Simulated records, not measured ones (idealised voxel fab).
Process module name: voxel self aligned vias
Shown is cross-section cut, with a width of 215 nm and square cells of size 5 nm.
Bands, listed from the top down, are how a cross-section gets written in this document; the cross-section itself is a grid of square cells, and a band is one or more rows of them. Within each band entry, the heights of the top and of the bottom of the band appear first, in that order and in nm; the materials of the band then follow from left to right, each with its corresponding width in nm. The designation "full width" on a single material indicates that it fills the band from edge to edge; the designation "empty" indicates empty space. Measure heights from 0. That's the level where, below it, the as-received wafer is all one material. The lowest band is bottomless and extends downward; write it as in "top 0, no bottom". When a width is written as two numbers, as in "30->40", the first number is the width in the top row of cells of the band and the second is the width in its bottom row, and the width changes by the same amount from each row to the next. Any step labelled "changes: none" changed none of the cells in the cross-section. Enclosed voids (no open way to top), threshold 8 cells or more, entry "Closed internal voids", notation width x height at distance, distance from left edge, nm. Post-settings text on a step line: simulator's own remark regarding the step. A step's line can hold "overlay nm"; with a mask on that step, the setting says how far right of the planned place the mask lay, while a negative setting says it lay to the left.

Set out below are the planned steps of the process
1: RECEIVE, material Si
2: CONFORMAL_DEP, material SiO2, thk nm 10
3: CONFORMAL_DEP, material SiCN, thk nm 5
4: DIRECTIONAL_DEP, material SiO2, thk nm 20
5: DIRECTIONAL_DEP, material aC, thk nm 15
6: PATTERN, tone open, mask id LINES, material resist, width nm 20, pitch nm 60, thk nm 30, overlay nm 0
7: DIRECTIONAL_ETCH, etch materials aC, depth nm 15
8: STRIP, etch materials resist
9: DIRECTIONAL_ETCH, etch materials SiO2, depth nm 20
10: STRIP, etch materials aC
11: CONFORMAL_DEP, material TiN, thk nm 5
12: FILL_DEP, material W, thk nm 10
13: CMP, height nm 35
14: SELECTIVE_ETCH, etch materials W Ru TiN, depth nm 10
15: FILL_DEP, material SiN, thk nm 10
16: CMP, height nm 35
17: DIRECTIONAL_DEP, material SiO2, thk nm 15
18: DIRECTIONAL_DEP, material aC, thk nm 10
19: PATTERN, tone open, mask id VIAS, material resist, width nm 30, thk nm 30, overlay nm 0
20: DIRECTIONAL_ETCH, etch materials aC, depth nm 10
21: STRIP, etch materials resist
22: DIRECTIONAL_ETCH, etch materials SiO2, depth nm 15
23: DIRECTIONAL_ETCH, etch materials SiN, depth nm 10
24: STRIP, etch materials aC
25: CONFORMAL_DEP, material TiN, thk nm 5
26: FILL_DEP, material W, thk nm 5
27: CMP, height nm 50
28: CONFORMAL_DEP, material SiN, thk nm 5

Of two wafers, the first: run according to plan

Delivered wafer in cross-section: state after step 1
    top 0, no bottom  Si full width
    Closed internal voids: none

Presented here is a cross-section of the wafer after step 2 has been performed
    top 10, bottom 0  SiO2 full width
    Below 0, the layers are the same as they were.

Presented here is a cross-section of the wafer after step 3 has been performed
    top 15, bottom 10  SiCN full width
    Below 10, the layers are the same as they were.

Presented here is a cross-section of the wafer after step 4 has been performed
    top 35, bottom 15  SiO2 full width
    Below 15, the layers are the same as they were.

Presented here is a cross-section of the wafer after step 5 has been performed
    top 50, bottom 35  aC full width
    Below 35, the layers are the same as they were.

Presented here is a cross-section of the wafer after step 6 has been performed
    top 80, bottom 50  resist (65) | empty (20) | resist (40) | empty (20) | resist (70)
    Below 50, the layers are the same as they were.

Presented here is a cross-section of the wafer after step 7 has been performed
    top 65, bottom 50  resist (65) | empty (20) | resist (40) | empty (20) | resist (70)
    top 50, bottom 35  aC (65) | empty (20) | aC (40) | empty (20) | aC (70)
    Below 35, the layers are the same as they were.

Presented here is a cross-section of the wafer after step 8 has been performed
    top 50, bottom 35  aC (65) | empty (20) | aC (40) | empty (20) | aC (70)
    Below 35, the layers are the same as they were.

Presented here is a cross-section of the wafer after step 9 has been performed
    top 50, bottom 35  aC (65) | empty (20) | aC (40) | empty (20) | aC (70)
    top 35, bottom 15  SiO2 (65) | empty (20) | SiO2 (40) | empty (20) | SiO2 (70)
    Below 15, the layers are the same as they were.

Presented here is a cross-section of the wafer after step 10 has been performed
    top 35, bottom 15  SiO2 (65) | empty (20) | SiO2 (40) | empty (20) | SiO2 (70)
    Below 15, the layers are the same as they were.

Presented here is a cross-section of the wafer after step 11 has been performed
    top 40, bottom 35  TiN (70) | empty (10) | TiN (50) | empty (10) | TiN (75)
    top 35, bottom 20  SiO2 (65) | TiN (5) | empty (10) | TiN (5) | SiO2 (40) | TiN (5) | empty (10) | TiN (5) | SiO2 (70)
    top 20, bottom 15  SiO2 (65) | TiN (20) | SiO2 (40) | TiN (20) | SiO2 (70)
    Below 15, the layers are the same as they were.

Presented here is a cross-section of the wafer after step 12 has been performed
    top 50, bottom 40  W full width
    top 40, bottom 35  TiN (70) | W (10) | TiN (50) | W (10) | TiN (75)
    top 35, bottom 20  SiO2 (65) | TiN (5) | W (10) | TiN (5) | SiO2 (40) | TiN (5) | W (10) | TiN (5) | SiO2 (70)
    Below 20, the layers are the same as they were.

Presented here is a cross-section of the wafer after step 13 has been performed
    top 35, bottom 20  SiO2 (65) | TiN (5) | W (10) | TiN (5) | SiO2 (40) | TiN (5) | W (10) | TiN (5) | SiO2 (70)
    Below 20, the layers are the same as they were.

Presented here is a cross-section of the wafer after step 14 has been performed
    top 35, bottom 25  SiO2 (65) | empty (20) | SiO2 (40) | empty (20) | SiO2 (70)
    Below 25, the layers are the same as they were.

Presented here is a cross-section of the wafer after step 15 has been performed
    top 45, bottom 35  SiN full width
    top 35, bottom 25  SiO2 (65) | SiN (20) | SiO2 (40) | SiN (20) | SiO2 (70)
    Below 25, the layers are the same as they were.

Presented here is a cross-section of the wafer after step 16 has been performed
    top 35, bottom 25  SiO2 (65) | SiN (20) | SiO2 (40) | SiN (20) | SiO2 (70)
    Below 25, the layers are the same as they were.

Presented here is a cross-section of the wafer after step 17 has been performed
    top 50, bottom 35  SiO2 full width
    Below 35, the layers are the same as they were.

Presented here is a cross-section of the wafer after step 18 has been performed
    top 60, bottom 50  aC full width
    Below 50, the layers are the same as they were.

Presented here is a cross-section of the wafer after step 19 has been performed
    top 90, bottom 60  resist (60) | empty (30) | resist (125)
    Below 60, the layers are the same as they were.

Presented here is a cross-section of the wafer after step 20 has been performed
    top 80, bottom 60  resist (60) | empty (30) | resist (125)
    top 60, bottom 50  aC (60) | empty (30) | aC (125)
    Below 50, the layers are the same as they were.

Presented here is a cross-section of the wafer after step 21 has been performed
    top 60, bottom 50  aC (60) | empty (30) | aC (125)
    Below 50, the layers are the same as they were.

Presented here is a cross-section of the wafer after step 22 has been performed
    top 60, bottom 50  aC (60) | empty (30) | aC (125)
    top 50, bottom 35  SiO2 (60) | empty (30) | SiO2 (125)
    Below 35, the layers are the same as they were.

Presented here is a cross-section of the wafer after step 23 has been performed
    top 60, bottom 50  aC (60) | empty (30) | aC (125)
    top 50, bottom 35  SiO2 (60) | empty (30) | SiO2 (125)
    top 35, bottom 25  SiO2 (65) | empty (20) | SiO2 (40) | SiN (20) | SiO2 (70)
    Below 25, the layers are the same as they were.

Presented here is a cross-section of the wafer after step 24 has been performed
    top 50, bottom 35  SiO2 (60) | empty (30) | SiO2 (125)
    Below 35, the layers are the same as they were.

Presented here is a cross-section of the wafer after step 25 has been performed
    top 55, bottom 50  TiN (65) | empty (20) | TiN (130)
    top 50, bottom 40  SiO2 (60) | TiN (5) | empty (20) | TiN (5) | SiO2 (125)
    top 40, bottom 35  SiO2 (60) | TiN (10) | empty (10) | TiN (10) | SiO2 (125)
    top 35, bottom 30  SiO2 (65) | TiN (5) | empty (10) | TiN (5) | SiO2 (40) | SiN (20) | SiO2 (70)
    top 30, bottom 25  SiO2 (65) | TiN (20) | SiO2 (40) | SiN (20) | SiO2 (70)
    Below 25, the layers are the same as they were.

Presented here is a cross-section of the wafer after step 26 has been performed
    top 60, bottom 55  W full width
    top 55, bottom 50  TiN (65) | W (20) | TiN (130)
    top 50, bottom 40  SiO2 (60) | TiN (5) | W (20) | TiN (5) | SiO2 (125)
    top 40, bottom 35  SiO2 (60) | TiN (10) | W (10) | TiN (10) | SiO2 (125)
    top 35, bottom 30  SiO2 (65) | TiN (5) | W (10) | TiN (5) | SiO2 (40) | SiN (20) | SiO2 (70)
    Below 30, the layers are the same as they were.

Presented here is a cross-section of the wafer after step 27 has been performed
    top 50, bottom 40  SiO2 (60) | TiN (5) | W (20) | TiN (5) | SiO2 (125)
    Below 40, the layers are the same as they were.

Presented here is a cross-section of the wafer after step 28 has been performed
    top 55, bottom 50  SiN full width
    Below 50, the layers are the same as they were.

Here the second wafer is described. Its start and its plan were those of the first wafer. Its run contained one mistake. Up to and including step 5, it did exactly what the first wafer did

X-section, second wafer, when step 6 was due to finish
    top 80, bottom 50  empty (65) | resist (20) | empty (40) | resist (20) | empty (70)
    Below 50, the layers are the same as they were.

X-section, second wafer, when step 7 was due to finish
    top 65, bottom 50  empty (65) | resist (20) | empty (40) | resist (20) | empty (70)
    top 50, bottom 35  empty (65) | aC (20) | empty (40) | aC (20) | empty (70)
    Below 35, the layers are the same as they were.

X-section, second wafer, when step 8 was due to finish
    top 50, bottom 35  empty (65) | aC (20) | empty (40) | aC (20) | empty (70)
    Below 35, the layers are the same as they were.

X-section, second wafer, when step 9 was due to finish
    top 50, bottom 35  empty (65) | aC (20) | empty (40) | aC (20) | empty (70)
    top 35, bottom 15  empty (65) | SiO2 (20) | empty (40) | SiO2 (20) | empty (70)
    Below 15, the layers are the same as they were.

X-section, second wafer, when step 10 was due to finish
    top 35, bottom 15  empty (65) | SiO2 (20) | empty (40) | SiO2 (20) | empty (70)
    Below 15, the layers are the same as they were.

X-section, second wafer, when step 11 was due to finish
    top 40, bottom 35  empty (60) | TiN (30) | empty (30) | TiN (30) | empty (65)
    top 35, bottom 20  empty (60) | TiN (5) | SiO2 (20) | TiN (5) | empty (30) | TiN (5) | SiO2 (20) | TiN (5) | empty (65)
    top 20, bottom 15  TiN (65) | SiO2 (20) | TiN (40) | SiO2 (20) | TiN (70)
    Below 15, the layers are the same as they were.

X-section, second wafer, when step 12 was due to finish
    top 50, bottom 40  W full width
    top 40, bottom 35  W (60) | TiN (30) | W (30) | TiN (30) | W (65)
    top 35, bottom 20  W (60) | TiN (5) | SiO2 (20) | TiN (5) | W (30) | TiN (5) | SiO2 (20) | TiN (5) | W (65)
    Below 20, the layers are the same as they were.

X-section, second wafer, when step 13 was due to finish
    top 35, bottom 20  W (60) | TiN (5) | SiO2 (20) | TiN (5) | W (30) | TiN (5) | SiO2 (20) | TiN (5) | W (65)
    Below 20, the layers are the same as they were.

X-section, second wafer, when step 14 was due to finish
    top 35, bottom 25  empty (65) | SiO2 (20) | empty (40) | SiO2 (20) | empty (70)
    Below 25, the layers are the same as they were.

X-section, second wafer, when step 15 was due to finish
    top 45, bottom 35  SiN full width
    top 35, bottom 25  SiN (65) | SiO2 (20) | SiN (40) | SiO2 (20) | SiN (70)
    Below 25, the layers are the same as they were.

X-section, second wafer, when step 16 was due to finish
    top 35, bottom 25  SiN (65) | SiO2 (20) | SiN (40) | SiO2 (20) | SiN (70)
    Below 25, the layers are the same as they were.

X-section, second wafer, when step 17 was due to finish
    top 50, bottom 35  SiO2 full width
    Below 35, the layers are the same as they were.

X-section, second wafer, when step 18 was due to finish
    top 60, bottom 50  aC full width
    Below 50, the layers are the same as they were.

X-section, second wafer, when step 19 was due to finish
    top 90, bottom 60  resist (60) | empty (30) | resist (125)
    Below 60, the layers are the same as they were.

X-section, second wafer, when step 20 was due to finish
    top 80, bottom 60  resist (60) | empty (30) | resist (125)
    top 60, bottom 50  aC (60) | empty (30) | aC (125)
    Below 50, the layers are the same as they were.

X-section, second wafer, when step 21 was due to finish
    top 60, bottom 50  aC (60) | empty (30) | aC (125)
    Below 50, the layers are the same as they were.

X-section, second wafer, when step 22 was due to finish
    top 60, bottom 50  aC (60) | empty (30) | aC (125)
    top 50, bottom 35  SiO2 (60) | empty (30) | SiO2 (125)
    Below 35, the layers are the same as they were.

X-section, second wafer, when step 23 was due to finish
    top 60, bottom 50  aC (60) | empty (30) | aC (125)
    top 50, bottom 35  SiO2 (60) | empty (30) | SiO2 (125)
    top 35, bottom 25  SiN (60) | empty (5) | SiO2 (20) | empty (5) | SiN (35) | SiO2 (20) | SiN (70)
    Below 25, the layers are the same as they were.

X-section, second wafer, when step 24 was due to finish
    top 50, bottom 35  SiO2 (60) | empty (30) | SiO2 (125)
    Below 35, the layers are the same as they were.

X-section, second wafer, when step 25 was due to finish
    top 55, bottom 50  TiN (65) | empty (20) | TiN (130)
    top 50, bottom 40  SiO2 (60) | TiN (5) | empty (20) | TiN (5) | SiO2 (125)
    top 40, bottom 35  SiO2 (60) | TiN (30) | SiO2 (125)
    top 35, bottom 25  SiN (60) | TiN (5) | SiO2 (20) | TiN (5) | SiN (35) | SiO2 (20) | SiN (70)
    Below 25, the layers are the same as they were.

X-section, second wafer, when step 26 was due to finish
    top 60, bottom 55  W full width
    top 55, bottom 50  TiN (65) | W (20) | TiN (130)
    top 50, bottom 40  SiO2 (60) | TiN (5) | W (20) | TiN (5) | SiO2 (125)
    Below 40, the layers are the same as they were.

X-section, second wafer, when step 27 was due to finish
    top 50, bottom 40  SiO2 (60) | TiN (5) | W (20) | TiN (5) | SiO2 (125)
    Below 40, the layers are the same as they were.

X-section, second wafer, when step 28 was due to finish
    top 55, bottom 50  SiN full width
    Below 50, the layers are the same as they were.
Diagnosis: step 6 went in with a setting other than planned; the actual run was PATTERN, tone cover, mask id LINES, material resist, width nm 20, pitch nm 60, thk nm 30, overlay nm 0
The closing comparison, in cells, has the second wafer with more or fewer of some materials than the first: +58 SiN, -108 SiO2, +27 TiN, +23 W
